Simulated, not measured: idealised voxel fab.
This is a process module. Its name is voxel ribs on slabs.
Cross-section cut spans 195 nm and uses square cells 5 nm in size.
Each cross-section below is a grid of square cells, stated as bands in top-down order, with one or more rows of cells making up each band.
First you get the band's top height and its bottom height, in nm, and then the materials it's made of, left to right, with each width in nm. If you see a single material with "throughout", that one covers the band edge to edge. "blank" is empty space.
A quick word on heights: they are counted from 0, and under that level the wafer as it came to us is one material throughout. The lowest band is different from the rest in having no bottom; it simply continues downward, written as in "0..down".
It should be noted that a width expressed as "30 to 40" varies in equal increments from row to row of cells within the band, taking the value of the first number at the top row and that of the second number at the bottom row.
Step note "nothing got changed" = no cross-section cell changed.
Enclosed voids (no open way to top), threshold 8 cells or more, entry "Cavities, sealed", notation width x height at distance, distance from left edge, nm.
That trailing text on a step's line, after the settings, is the simulator's own remark on the step.
overlay nm: on a step with a mask, how far right of its planned place the mask lay; negative means left.

List of planned process steps:
1 RECEIVE: material Si
2 DIRECTIONAL_DEP: material SiO2, thk nm 25
3 DIRECTIONAL_DEP: material SiN, thk nm 20
4 DIRECTIONAL_DEP: material aC, thk nm 15
5 PATTERN: tone cover, mask id RIB, material resist, width nm 25, thk nm 30, overlay nm 0
6 DIRECTIONAL_ETCH: etch materials aC, depth nm 15
7 STRIP: etch materials resist
8 DIRECTIONAL_ETCH: etch materials SiN, depth nm 5
9 STRIP: etch materials aC
10 MASKED_ETCH: tone cover, mask id SLAB, width nm 75, etch materials SiN, depth nm 15, overlay nm 0
11 FILL_DEP: material SiO2, thk nm 20
12 CMP: height nm 60
13 DIRECTIONAL_DEP: material W, thk nm 5
14 PATTERN: tone cover, mask id HEATER, material resist, width nm 35, thk nm 20, overlay nm 0
15 DIRECTIONAL_ETCH: etch materials W, depth nm 5
16 STRIP: etch materials resist
17 CONFORMAL_DEP: material SiO2, thk nm 10

The first of two wafers, run as planned:

Cross-section of the wafer at receipt, which is the condition after step 1:
* 0..down | Si throughout
* Cavities, sealed: none

Wafer xsec, post step 2:
* 25..0 | SiO2 throughout
* below 0: unchanged

Wafer xsec, post step 3:
* 45..25 | SiN throughout
* below 25: unchanged

Wafer xsec, post step 4:
* 60..45 | aC throughout
* below 45: unchanged

Wafer xsec, post step 5:
* 90..60 | blank 85 / resist 25 / blank 85
* below 60: unchanged

Wafer xsec, post step 6:
* 75..60 | blank 85 / resist 25 / blank 85
* 60..45 | blank 85 / aC 25 / blank 85
* below 45: unchanged

Wafer xsec, post step 7:
* 60..45 | blank 85 / aC 25 / blank 85
* below 45: unchanged

Wafer xsec, post step 8:
* 60..45 | blank 85 / aC 25 / blank 85
* 45..40 | blank 85 / SiN 25 / blank 85
* below 40: unchanged

Wafer xsec, post step 9:
* 45..40 | blank 85 / SiN 25 / blank 85
* below 40: unchanged

Wafer xsec, post step 10:
* 45..40 | blank 85 / SiN 25 / blank 85
* 40..25 | blank 60 / SiN 75 / blank 60
* below 25: unchanged

Wafer xsec, post step 11:
* 65..45 | SiO2 throughout
* 45..40 | SiO2 85 / SiN 25 / SiO2 85
* 40..25 | SiO2 60 / SiN 75 / SiO2 60
* below 25: unchanged

Wafer xsec, post step 12:
* 60..45 | SiO2 throughout
* below 45: unchanged

Wafer xsec, post step 13:
* 65..60 | W throughout
* below 60: unchanged

Wafer xsec, post step 14:
* 85..65 | blank 80 / resist 35 / blank 80
* below 65: unchanged

Wafer xsec, post step 15:
* 85..65 | blank 80 / resist 35 / blank 80
* 65..60 | blank 80 / W 35 / blank 80
* below 60: unchanged

Wafer xsec, post step 16:
* 65..60 | blank 80 / W 35 / blank 80
* below 60: unchanged

Wafer xsec, post step 17:
* 75..70 | blank 70 / SiO2 55 / blank 70
* 70..65 | SiO2 throughout
* 65..60 | SiO2 80 / W 35 / SiO2 80
* below 60: unchanged

The second wafer was prepared from the same starting point and under the same plan as the first; its processing contained one mistake, and it remains indistinguishable from the first wafer up to and including step 9:

Planned end of step 10: second wafer, cross-section:
* 45..40 | blank 85 / SiN 25 / blank 85
* 40..25 | blank 65 / SiN 70 / blank 60
* below 25: unchanged

Planned end of step 11: second wafer, cross-section:
* 65..45 | SiO2 throughout
* 45..40 | SiO2 85 / SiN 25 / SiO2 85
* 40..25 | SiO2 65 / SiN 70 / SiO2 60
* below 25: unchanged

Planned end of step 12: second wafer, cross-section:
* 60..45 | SiO2 throughout
* below 45: unchanged

Planned end of step 13: second wafer, cross-section:
* 65..60 | W throughout
* below 60: unchanged

Planned end of step 14: second wafer, cross-section:
* 85..65 | blank 80 / resist 35 / blank 80
* below 65: unchanged

Planned end of step 15: second wafer, cross-section:
* 85..65 | blank 80 / resist 35 / blank 80
* 65..60 | blank 80 / W 35 / blank 80
* below 60: unchanged

Planned end of step 16: second wafer, cross-section:
* 65..60 | blank 80 / W 35 / blank 80
* below 60: unchanged

Planned end of step 17: second wafer, cross-section:
* 75..70 | blank 70 / SiO2 55 / blank 70
* 70..65 | SiO2 throughout
* 65..60 | SiO2 80 / W 35 / SiO2 80
* below 60: unchanged
Misprocessing identified: step 10 off recipe, ran as MASKED_ETCH: tone cover, mask id SLAB, width nm 70, etch materials SiN, depth nm 15, overlay nm 0
The second wafer ends with more or fewer cells of some materials than the first, per final count: SiN -3 | SiO2 +3
